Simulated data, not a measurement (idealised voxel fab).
Process module name: voxel gate over fins
165 nm wide, 5 nm square cells: that's cross-section cut.
We lay out every cross-section as a grid of square cells and spell it out in bands from the top down, where one band means one or more rows of cells. Quick guide to a band line: top height, bottom height (nm) up front; then every material left to right with its width in nm. Only one material and it's marked "throughout"? Then it fills the band edge to edge. And "empty" just means empty space. Height reference: 0 = level under which incoming wafer is all one material. Lowest band: no bottom, runs on downward, e.g. "0 -> down". The expression "30..40" gives the width at the extremes of the band, the first number at its top row of cells and the second at its bottom row, with the width changing by equal amounts from each row to the next in between. Any step labelled "identical to before" changed none of the cells in the cross-section. "closed voids": empty spaces of 8 cells or more with no open way to the top, each given as width x height at distance, distance from the left edge, all in nm. On a step's line, text after the settings is the simulator commenting on that step. If you see "overlay nm" on a step's line and that step has a mask, it's telling you how far right of where it was planned the mask ended up; a negative number means it went left instead.
-- The planned process steps are enumerated hereunder
1: RECEIVE with material Si
2: CONFORMAL_DEP with material SiN, thk nm 5
3: MASKED_ETCH with tone cover, mask id FINS, width nm 15, pitch nm 40, etch materials SiN, depth nm 5, overlay nm 0
4: MASKED_ETCH with tone cover, mask id FINS, width nm 15, pitch nm 40, etch materials Si, depth nm 30, overlay nm 0
5: OXIDIZE with depth nm 5
6: FILL_DEP with material SiO2, thk nm 10
7: CMP with height nm 5
8: SELECTIVE_ETCH with etch materials SiO2, depth nm 15
9: STRIP with etch materials SiN
10: CONFORMAL_DEP with material HfO2, thk nm 5
11: CONFORMAL_DEP with material TiN, thk nm 5
12: CONFORMAL_DEP with material TiAl, thk nm 5
13: CONFORMAL_DEP with material TiN, thk nm 5
14: FILL_DEP with material W, thk nm 10
15: CMP with height nm 25
16: CONFORMAL_DEP with material SiN, thk nm 10
The value of thk nm given for step 11 in the plan refers to the first wafer; the wafers vary in this setting and are alike at the start.
-- As-received state after step 1, first of several wafers, cross-section
* 0 -> down  Si throughout
* closed voids: none
-- The cross-section of the first of several wafers is given below for the end of the module, after its final step, step 16
* 35 -> 25  SiN throughout
* 25 -> 20  W throughout
* 20 -> 15  20 nm W; 125 nm TiN; 20 nm W
* 15 -> 10  20 nm W; 5 nm TiN; 35 nm TiAl; 5 nm TiN; 35 nm TiAl; 5 nm TiN; 35 nm TiAl; 5 nm TiN; 20 nm W
* 10 -> 5  25 nm TiN; 5 nm TiAl; 25 nm TiN; 5 nm TiAl; 5 nm TiN; 5 nm TiAl; 25 nm TiN; 5 nm TiAl; 5 nm TiN; 5 nm TiAl; 25 nm TiN; 5 nm TiAl; 25 nm TiN
* 5 -> 0  30 nm TiAl; 5 nm TiN; 15 nm HfO2; 5 nm TiN; 15 nm TiAl; 5 nm TiN; 15 nm HfO2; 5 nm TiN; 15 nm TiAl; 5 nm TiN; 15 nm HfO2; 5 nm TiN; 30 nm TiAl
* 0 -> -5  35 nm TiN; 5 nm HfO2; 5 nm Si; 5 nm HfO2; 25 nm TiN; 5 nm HfO2; 5 nm Si; 5 nm HfO2; 25 nm TiN; 5 nm HfO2; 5 nm Si; 5 nm HfO2; 35 nm TiN
* -5 -> -10  40 nm HfO2; 5 nm Si; 35 nm HfO2; 5 nm Si; 35 nm HfO2; 5 nm Si; 40 nm HfO2
* -10 -> -35  40 nm SiO2; 5 nm Si; 35 nm SiO2; 5 nm Si; 35 nm SiO2; 5 nm Si; 40 nm SiO2
* -35 -> down  Si throughout
* closed voids: none
-- Last wafer of the set, cross-sectioned at end of module
* 35 -> 25  SiN throughout
* 25 -> 20  10 nm TiN; 5 nm TiAl; 135 nm TiN; 5 nm TiAl; 10 nm TiN
* 20 -> 15  15 nm TiAl; 135 nm TiN; 15 nm TiAl
* 15 -> 5  TiN throughout
* 5 -> 0  35 nm TiN; 15 nm HfO2; 25 nm TiN; 15 nm HfO2; 25 nm TiN; 15 nm HfO2; 35 nm TiN
* 0 -> -5  35 nm TiN; 5 nm HfO2; 5 nm Si; 5 nm HfO2; 25 nm TiN; 5 nm HfO2; 5 nm Si; 5 nm HfO2; 25 nm TiN; 5 nm HfO2; 5 nm Si; 5 nm HfO2; 35 nm TiN
* -5 -> -10  40 nm HfO2; 5 nm Si; 35 nm HfO2; 5 nm Si; 35 nm HfO2; 5 nm Si; 40 nm HfO2
* -10 -> -35  40 nm SiO2; 5 nm Si; 35 nm SiO2; 5 nm Si; 35 nm SiO2; 5 nm Si; 40 nm SiO2
* -35 -> down  Si throughout
* closed voids: none
-- Each row below is a wafer at the end of the module, listing for every material the number of cells it has gained (+) or lost (-) since it was received, followed by its closed voids
thk nm 5 | +45 HfO2 | -210 Si | +66 SiN | +150 SiO2 | +45 TiAl | +86 TiN | +49 W | closed voids: none
thk nm 10 | +45 HfO2 | -210 Si | +66 SiN | +150 SiO2 | +41 TiAl | +127 TiN | +12 W | closed voids: none
thk nm 15 | +45 HfO2 | -210 Si | +66 SiN | +150 SiO2 | +37 TiAl | +139 TiN | +4 W | closed voids: none
thk nm 20 | +45 HfO2 | -210 Si | +66 SiN | +150 SiO2 | +8 TiAl | +172 TiN | closed voids: none
